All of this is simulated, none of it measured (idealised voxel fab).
Process module name: voxel trench capacitor
Shown is cross-section cut, with a width of 245 nm and square cells of size 5 nm.
Think of the cross-section as a grid of square cells. We describe it in bands, top to bottom, and each band covers one or more rows of those cells. Band: top height; bottom height; in nm. Then, left to right: material with width in nm, for each material. "edge to edge": a single material spanning edge to edge. "blank": empty space. For the purposes of this specification, 0 denotes the height below which the wafer in its as-received condition is composed wholly of one material, and the lowermost band, lacking a lower limit, extends downward without end, as expressed in "z 0 and below". A two-number width, for instance "30..40", indicates that the width is equal to the first number in the top row of the band and to the second number in the bottom row, and that it changes by a constant amount per row of cells. Given "left unchanged" for a step, no cell of the cross-section differs between before and after that step. Heads up: "Entrapped voids" only lists the empty pockets with no open path to the top that are 8 cells or more, and it writes them as width x height at distance, distance from the left edge, in nm. Post-settings text on a step line: simulator's own remark regarding the step. overlay nm, on a step with a mask: how far to the right of its planned place the mask lay; to the left if negative.
Steps planned for the process
1,op RECEIVE | material Si
2,op CONFORMAL_DEP | material SiN | thk nm 5
3,op DIRECTIONAL_DEP | material aC | thk nm 10
4,op PATTERN | tone open | mask id TRENCH | material resist | width nm 25 | pitch nm 40 | thk nm 25 | overlay nm 0
5,op DIRECTIONAL_ETCH | etch materials aC | depth nm 10
6,op STRIP | etch materials resist
7,op DIRECTIONAL_ETCH | etch materials SiN | depth nm 5
8,op DIRECTIONAL_ETCH | etch materials Si | depth nm 30
9,op STRIP | etch materials aC
10,op CONFORMAL_DEP | material HfO2 | thk nm 5
11,op CONFORMAL_DEP | material TiN | thk nm 5
12,op FILL_DEP | material W | thk nm 5
13,op CMP | height nm 5
Wafer as received: cross-section following step 1
> z 0 and below  Si edge to edge
> Entrapped voids: none
Wafer at module end, in section. Began as above, planned as above, run with one mistake
> z 0 to -20  70 Si, 5 HfO2, 5 TiN, 5 W, 5 TiN, 5 HfO2, 15 Si, 5 HfO2, 5 TiN, 5 W, 5 TiN, 5 HfO2, 15 Si, 5 HfO2, 5 TiN, 5 W, 5 TiN, 5 HfO2, 70 Si
> z -20 to -25  70 Si, 5 HfO2, 15 TiN, 5 HfO2, 15 Si, 5 HfO2, 15 TiN, 5 HfO2, 15 Si, 5 HfO2, 15 TiN, 5 HfO2, 70 Si
> z -25 to -30  70 Si, 25 HfO2, 15 Si, 25 HfO2, 15 Si, 25 HfO2, 70 Si
> z -30 and below  Si edge to edge
> Entrapped voids: none
Finding, execution versus plan: step 13 ran with different settings than intended, the actual operation and settings being op CMP | height nm 0
